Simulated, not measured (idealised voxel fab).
This is a process module. Its name is voxel ribs on slabs.
The figure presents cross-section cut, which has a width of 235 nm and is divided into square cells with an edge length of 5 nm.
Just so we're on the same page, the cross-sections are grids of square cells, and they're listed out in bands top to bottom, each band one or more rows deep.
Band: top and bottom heights (nm) first, top before bottom; then materials from left to right, widths in nm. "edge to edge" marks a sole material filling the band edge to edge. "air" denotes empty space.
Heights from 0 (as-received wafer is one material below). Bottom band endless downward, as "0..down".
A two-number width, for instance "30..40", indicates that the width is equal to the first number in the top row of the band and to the second number in the bottom row, and that it changes by a constant amount per row of cells.
It should be understood that the words "nothing was modified", when stated for a given step, signify that the cross-section underwent no change in any of its cells during that step.
Under "Entrapped voids" you'll find the enclosed gaps, the ones with no way out to the top, that are 8 cells or bigger; each reads width x height at distance, with distance counted from the left edge, everything in nm.
Heads up: the bit after the settings on a step's line is the simulator's remark on that step.
"overlay nm" denotes, for a step that has a mask, the displacement of the mask to the right of its planned place, with negative values corresponding to the left.

[Steps in the process plan]
1,RECEIVE with material Si
2,DIRECTIONAL_DEP with material SiO2, thk nm 25
3,DIRECTIONAL_DEP with material polySi, thk nm 20
4,MASKED_ETCH with tone cover, mask id RIB, width nm 20, etch materials polySi, depth nm 5, overlay nm 0
5,MASKED_ETCH with tone cover, mask id SLAB, width nm 70, etch materials polySi, depth nm 15, overlay nm 0
6,FILL_DEP with material SiO2, thk nm 25
7,CMP with height nm 65
8,DIRECTIONAL_DEP with material TiN, thk nm 5
9,PATTERN with tone cover, mask id HEATER, material resist, width nm 30, thk nm 20, overlay nm 0
10,DIRECTIONAL_ETCH with etch materials TiN, depth nm 5
11,STRIP with etch materials resist
12,CONFORMAL_DEP with material SiO2, thk nm 5

[Wafer cross-section on receipt, i.e. after step 1]
  0..down | Si edge to edge
  Entrapped voids: none

[First of two wafers: cross-section at end of module, run per plan]
  75..70 | air 95 nm / SiO2 40 nm / air 100 nm
  70..65 | SiO2 100 nm / TiN 30 nm / SiO2 105 nm
  65..45 | SiO2 edge to edge
  45..40 | SiO2 105 nm / polySi 20 nm / SiO2 110 nm
  40..25 | SiO2 80 nm / polySi 70 nm / SiO2 85 nm
  25..0 | SiO2 edge to edge
  0..down | Si edge to edge
  Entrapped voids: none

[Cross-sectional image of the second wafer of the two following completion of the module. Starting state and process plan were the same as for the first wafer; one execution error occurred]
  75..70 | air 95 nm / SiO2 40 nm / air 100 nm
  70..65 | SiO2 100 nm / TiN 30 nm / SiO2 105 nm
  65..45 | SiO2 edge to edge
  45..40 | SiO2 80 nm / polySi 25 nm / SiO2 20 nm / polySi 25 nm / SiO2 85 nm
  40..30 | SiO2 80 nm / polySi 70 nm / SiO2 85 nm
  30..25 | polySi edge to edge
  25..0 | SiO2 edge to edge
  0..down | Si edge to edge
  Entrapped voids: none
Nonconformance to the process plan: step 4 did not use the planned setting and instead ran as MASKED_ETCH with tone open, mask id RIB, width nm 20, etch materials polySi, depth nm 5, overlay nm 0
In the final state, the cell counts of the second wafer exceed or fall short of those of the first for the following materials: SiO2: 39 fewer, polySi: 39 more
